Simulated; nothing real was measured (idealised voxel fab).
Presented below is a process module, voxel capacitor over wiring.
The width of the displayed cross-section, cut, is 170 nm; its cells are square, with a size of 5 nm.
Cross-section spec: square-cell grid; bands listed top down; each band is one or more rows. Look at the band entry: it leads with the top's height and the bottom's height in nm. Then it lists the materials left to right, with a width in nm for each. The word "all across" on a single material says that material fills the band edge to edge. The word "blank" is empty space. Heads up on the height convention: 0 is the point under which the incoming wafer is all one material, and the lowest band has no bottom, it just keeps going down, like "z 0 and below". A width given as "30 to 40" starts at the first number in the band's top row and ends at the second number in its bottom row, shifting by an equal amount at every step from row to row. Step marked "nothing was modified"? Then no cell in the cross-section changed in it. Empty spaces without an open route to the top, at least 8 cells in extent, make up the entry "Trapped voids"; each is given as width x height at distance, where the distance is measured from the left edge, and all are in nm. What comes after the settings on a step's line is commentary from the simulator itself on that step. "overlay nm" denotes, for a step that has a mask, the displacement of the mask to the right of its planned place, with negative values corresponding to the left.
**The process steps that were planned are listed below**
1 RECEIVE: material Si
2 CONFORMAL_DEP: material SiO2, thk nm 15
3 CONFORMAL_DEP: material SiN, thk nm 5
4 DIRECTIONAL_DEP: material SiO2, thk nm 25
5 DIRECTIONAL_DEP: material aC, thk nm 15
6 PATTERN: tone open, mask id METAL_1, material resist, width nm 30, pitch nm 90, thk nm 30, overlay nm 0
7 DIRECTIONAL_ETCH: etch materials aC, depth nm 15
8 STRIP: etch materials resist
9 DIRECTIONAL_ETCH: etch materials SiO2, depth nm 25
10 DIRECTIONAL_ETCH: etch materials SiN, depth nm 5
11 STRIP: etch materials aC
12 CONFORMAL_DEP: material TiN, thk nm 5
13 FILL_DEP: material Cu, thk nm 10
14 CMP: height nm 45
15 CONFORMAL_DEP: material SiCN, thk nm 5
16 DIRECTIONAL_DEP: material SiO2, thk nm 15
17 PATTERN: tone open, mask id PLUG_1, material resist, width nm 15, thk nm 20, overlay nm 0
18 DIRECTIONAL_ETCH: etch materials SiO2, depth nm 15
19 DIRECTIONAL_ETCH: etch materials SiCN, depth nm 5
20 STRIP: etch materials resist
21 CONFORMAL_DEP: material TiN, thk nm 5
22 FILL_DEP: material W, thk nm 5
23 CMP: height nm 65
24 DIRECTIONAL_DEP: material TiN, thk nm 5
25 DIRECTIONAL_DEP: material SiN, thk nm 5
26 DIRECTIONAL_DEP: material TiN, thk nm 5
27 MASKED_ETCH: tone cover, mask id UPPER_PLATE, width nm 65, etch materials TiN, depth nm 5, overlay nm 0
28 MASKED_ETCH: tone cover, mask id UPPER_PLATE, width nm 65, etch materials SiN, depth nm 5, overlay nm 0
29 DIRECTIONAL_DEP: material aC, thk nm 15
30 PATTERN: tone cover, mask id LOWER_PLATE, material resist, width nm 75, thk nm 35, overlay nm 0
31 DIRECTIONAL_ETCH: etch materials aC, depth nm 15
32 STRIP: etch materials resist
33 DIRECTIONAL_ETCH: etch materials TiN, depth nm 5
34 STRIP: etch materials aC
35 FILL_DEP: material SiO2, thk nm 15
36 CMP: height nm 90
37 MASKED_ETCH: tone open, mask id PLUG_2, width nm 15, etch materials SiO2, depth nm 10, overlay nm 0
38 CONFORMAL_DEP: material TiN, thk nm 5
39 FILL_DEP: material Cu, thk nm 5
40 CMP: height nm 90
41 CONFORMAL_DEP: material SiCN, thk nm 5
**Shown in cross-section is the wafer as received, that is, as it stands after step 1**
    z 0 and below = Si all across
    Trapped voids: none
**Here's the cross-section of the first of our two wafers at the end of the module - it ran as planned**
    z 95 to 90 = SiCN all across
    z 90 to 85 = SiO2 (50), then TiN (5), then Cu (5), then TiN (5), then SiO2 (105)
    z 85 to 75 = SiO2 (50 to 40), then TiN (15 to 65), then SiO2 (105 to 65)
    z 75 to 70 = SiO2 (40), then SiN (65), then SiO2 (65)
    z 70 to 65 = SiO2 (35), then TiN (75), then SiO2 (60)
    z 65 to 50 = SiO2 (40), then TiN (5), then W (5), then TiN (5), then SiO2 (115)
    z 50 to 45 = SiCN (40), then TiN (15), then SiCN (115)
    z 45 to 20 = SiO2 (25), then TiN (5), then Cu (20), then TiN (5), then SiO2 (60), then TiN (5), then Cu (20), then TiN (5), then SiO2 (25)
    z 20 to 15 = SiN (25), then TiN (30), then SiN (60), then TiN (30), then SiN (25)
    z 15 to 0 = SiO2 all across
    z 0 and below = Si all across
    Trapped voids: none
**Now the second wafer, cross-sectioned at the end of the module. Nothing different at the start, nothing different in the plan compared with the first, just one mistake when it was actually run**
    z 95 to 90 = SiCN all across
    z 90 to 85 = SiO2 (50), then TiN (5), then Cu (5), then TiN (5), then SiO2 (105)
    z 85 to 75 = SiO2 (50 to 40), then TiN (15 to 65), then SiO2 (105 to 65)
    z 75 to 70 = SiO2 (40), then SiN (65), then SiO2 (65)
    z 70 to 65 = SiO2 (35), then TiN (75), then SiO2 (60)
    z 65 to 50 = SiO2 (40), then TiN (5), then W (5), then TiN (5), then SiO2 (115)
    z 50 to 45 = SiCN (40), then TiN (15), then SiCN (115)
    z 45 to 20 = SiO2 (25), then SiCN (5), then Cu (20), then SiCN (5), then SiO2 (60), then SiCN (5), then Cu (20), then SiCN (5), then SiO2 (25)
    z 20 to 15 = SiN (25), then SiCN (30), then SiN (60), then SiCN (30), then SiN (25)
    z 15 to 0 = SiO2 all across
    z 0 and below = Si all across
    Trapped voids: none
Misprocessing identified: step 12, actual vs plan mismatch, actual run CONFORMAL_DEP: material SiCN, thk nm 5
Bottom line after processing is that, in cells, the second wafer is up or down on some materials versus the first: SiCN: 32 more, TiN: 32 fewer
